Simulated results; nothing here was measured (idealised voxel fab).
Proc. module: voxel transistor to metal
Square cell edge 5 nm, section width 215 nm, ID cut.
Cross-section, as written here: a square-cell grid given band by band from the top down, where a band holds one or more rows of cells.
Heads up on the band format: heights come first, top then bottom, in nm. After that it's the materials left to right, each with its width in nm. A single material flagged "everywhere" fills the whole band edge to edge, and "blank" means there's empty space there.
The level at which height equals 0 is the one under which the wafer, as it arrives, is entirely one material. No lower edge exists for the bottom band, which continues downward and is notated as in "z 0 and below".
Width: "30 to 40" (first number = top row, second number = bottom row, same change from row to row of cells).
When a step is marked "everything unchanged", none of the cells in the cross-section changed during that step.
What "Sealed void listing" gives you is every empty space of 8 cells or more that is cut off from the top. Each appears as width x height at distance, with the distance taken from the left edge and width, height and distance all in nm.
Anything after a step's settings on that line? It's the simulator's own note about the step.
Steps that use a mask can have "overlay nm" on their line. It says how far the mask sat to the right of where it was meant to be. Negative means to the left.
STEPS IN THE PROCESS PLAN
| 1 | RECEIVE with material Si |
| 2 | OXIDIZE with depth nm 5 |
| 3 | CONFORMAL_DEP with material SiN, thk nm 10 |
| 4 | DIRECTIONAL_DEP with material aC, thk nm 15 |
| 5 | PATTERN with tone cover, mask id ACTIVE, material resist, width nm 115, thk nm 30, overlay nm 0 |
| 6 | DIRECTIONAL_ETCH with etch materials aC, depth nm 15 |
| 7 | STRIP with etch materials resist |
| 8 | DIRECTIONAL_ETCH with etch materials SiN, depth nm 10 |
| 9 | DIRECTIONAL_ETCH with etch materials SiO2, depth nm 5 |
| 10 | DIRECTIONAL_ETCH with etch materials Si, depth nm 25 |
| 11 | STRIP with etch materials aC |
| 12 | FILL_DEP with material SiO2, thk nm 10 |
| 13 | CMP with height nm 10 |
| 14 | SELECTIVE_ETCH with etch materials SiO2, depth nm 10 |
| 15 | STRIP with etch materials SiN |
| 16 | SELECTIVE_ETCH with etch materials SiO2, depth nm 5 |
| 17 | OXIDIZE with depth nm 5 |
| 18 | DIRECTIONAL_DEP with material polySi, thk nm 25 |
| 19 | DIRECTIONAL_DEP with material SiCN, thk nm 15 |
| 20 | PATTERN with tone cover, mask id GATE, material resist, width nm 35, thk nm 15, overlay nm 0 |
| 21 | DIRECTIONAL_ETCH with etch materials SiCN, depth nm 25 |
| 22 | DIRECTIONAL_ETCH with etch materials polySi, depth nm 35 |
| 23 | STRIP with etch materials resist |
| 24 | CONFORMAL_DEP with material SiO2, thk nm 5 |
| 25 | DIRECTIONAL_ETCH with etch materials SiO2, depth nm 5 |
| 26 | CONFORMAL_DEP with material SiN, thk nm 5 |
| 27 | DIRECTIONAL_ETCH with etch materials SiN, depth nm 5 |
| 28 | DIRECTIONAL_ETCH with etch materials SiO2, depth nm 5 |
| 29 | EPI with material pSi, thk nm 5 |
| 30 | FILL_DEP with material SiO2, thk nm 10 |
| 31 | CMP with height nm 20 |
| 32 | STRIP with etch materials polySi |
| 33 | SELECTIVE_ETCH with etch materials SiO2, depth nm 5 |
| 34 | CONFORMAL_DEP with material HfO2, thk nm 5 |
| 35 | CONFORMAL_DEP with material TiN, thk nm 5 |
| 36 | FILL_DEP with material W, thk nm 10 |
| 37 | CMP with height nm 15 |
| 38 | DIRECTIONAL_DEP with material SiO2, thk nm 15 |
| 39 | MASKED_ETCH with tone open, mask id CONTACT, width nm 15, pitch nm 80, etch materials SiO2, depth nm 35, overlay nm 0 |
| 40 | CONFORMAL_DEP with material TiN, thk nm 5 |
| 41 | FILL_DEP with material W, thk nm 5 |
| 42 | CMP with height nm 30 |
| 43 | CONFORMAL_DEP with material SiCN, thk nm 5 |
| 44 | DIRECTIONAL_DEP with material SiO2, thk nm 20 |
| 45 | PATTERN with tone open, mask id METAL_1, material resist, width nm 15, pitch nm 80, thk nm 15, overlay nm 0 |
| 46 | DIRECTIONAL_ETCH with etch materials SiO2, depth nm 20 |
| 47 | DIRECTIONAL_ETCH with etch materials SiCN, depth nm 5 |
| 48 | STRIP with etch materials resist |
| 49 | CONFORMAL_DEP with material TiN, thk nm 5 |
| 50 | FILL_DEP with material Cu, thk nm 10 |
| 51 | CMP with height nm 55 |
| 52 | EPI with material Ru, thk nm 5 |
| 53 | FILL_DEP with material SiCN, thk nm 5 |
CROSS-SECTION, INCOMING MATERIAL, AFTER STEP 1
* z 0 and below  Si everywhere
* Sealed void listing: none
HERE'S THE CROSS-SECTION OF THE FIRST OF OUR TWO WAFERS AT THE END OF THE MODULE - IT RAN AS PLANNED
* z 65 to 60  SiCN everywhere
* z 60 to 55  55 of SiCN, 25 of Ru, 55 of SiCN, 25 of Ru, 55 of SiCN
* z 55 to 35  60 of SiO2, 5 of TiN, 5 of Cu, 5 of TiN, 65 of SiO2, 5 of TiN, 5 of Cu, 5 of TiN, 60 of SiO2
* z 35 to 30  60 of SiCN, 15 of TiN, 65 of SiCN, 15 of TiN, 60 of SiCN
* z 30 to 15  60 of SiO2, 5 of TiN, 5 of W, 5 of TiN, 65 of SiO2, 5 of TiN, 5 of W, 5 of TiN, 60 of SiO2
* z 15 to 0  60 of SiO2, 5 of TiN, 5 of W, 5 of TiN, 5 of SiO2, 5 of SiN, 5 of HfO2, 5 of TiN, 25 of W, 5 of TiN, 5 of HfO2, 5 of SiN, 5 of SiO2, 5 of TiN, 5 of W, 5 of TiN, 60 of SiO2
* z 0 to -5  60 of SiO2, 15 of TiN, 5 of SiO2, 5 of SiN, 5 of HfO2, 35 of TiN, 5 of HfO2, 5 of SiN, 5 of SiO2, 15 of TiN, 60 of SiO2
* z -5 to -10  45 of SiO2, 35 of pSi, 5 of SiO2, 45 of HfO2, 5 of SiO2, 35 of pSi, 45 of SiO2
* z -10 to -30  50 of SiO2, 115 of Si, 50 of SiO2
* z -30 and below  Si everywhere
* Sealed void listing: none
HERE'S THE SECOND OF OUR TWO WAFERS SECTIONED AT MODULE END. SAME START AS THE FIRST, SAME PLAN, BUT ONE MISTAKE GOT MADE RUNNING IT
* z 65 to 60  SiCN everywhere
* z 60 to 55  55 of SiCN, 25 of Ru, 55 of SiCN, 25 of Ru, 55 of SiCN
* z 55 to 35  60 of SiO2, 5 of TiN, 5 of Cu, 5 of TiN, 65 of SiO2, 5 of TiN, 5 of Cu, 5 of TiN, 60 of SiO2
* z 35 to 30  60 of SiCN, 15 of TiN, 65 of SiCN, 15 of TiN, 60 of SiCN
* z 30 to 15  60 of SiO2, 5 of TiN, 5 of W, 5 of TiN, 65 of SiO2, 5 of TiN, 5 of W, 5 of TiN, 60 of SiO2
* z 15 to 0  60 of SiO2, 5 of TiN, 5 of W, 5 of TiN, 5 of SiO2, 5 of SiN, 5 of HfO2, 5 of Cu, 25 of W, 5 of Cu, 5 of HfO2, 5 of SiN, 5 of SiO2, 5 of TiN, 5 of W, 5 of TiN, 60 of SiO2
* z 0 to -5  60 of SiO2, 15 of TiN, 5 of SiO2, 5 of SiN, 5 of HfO2, 35 of Cu, 5 of HfO2, 5 of SiN, 5 of SiO2, 15 of TiN, 60 of SiO2
* z -5 to -10  45 of SiO2, 35 of pSi, 5 of SiO2, 45 of HfO2, 5 of SiO2, 35 of pSi, 45 of SiO2
* z -10 to -30  50 of SiO2, 115 of Si, 50 of SiO2
* z -30 and below  Si everywhere
* Sealed void listing: none
Plan not followed: step 35 changed vs plan, executed as CONFORMAL_DEP with material Cu, thk nm 5
In the final state, the cell counts of the second wafer exceed or fall short of those of the first for the following materials: Cu: 13 more | TiN: 13 fewer
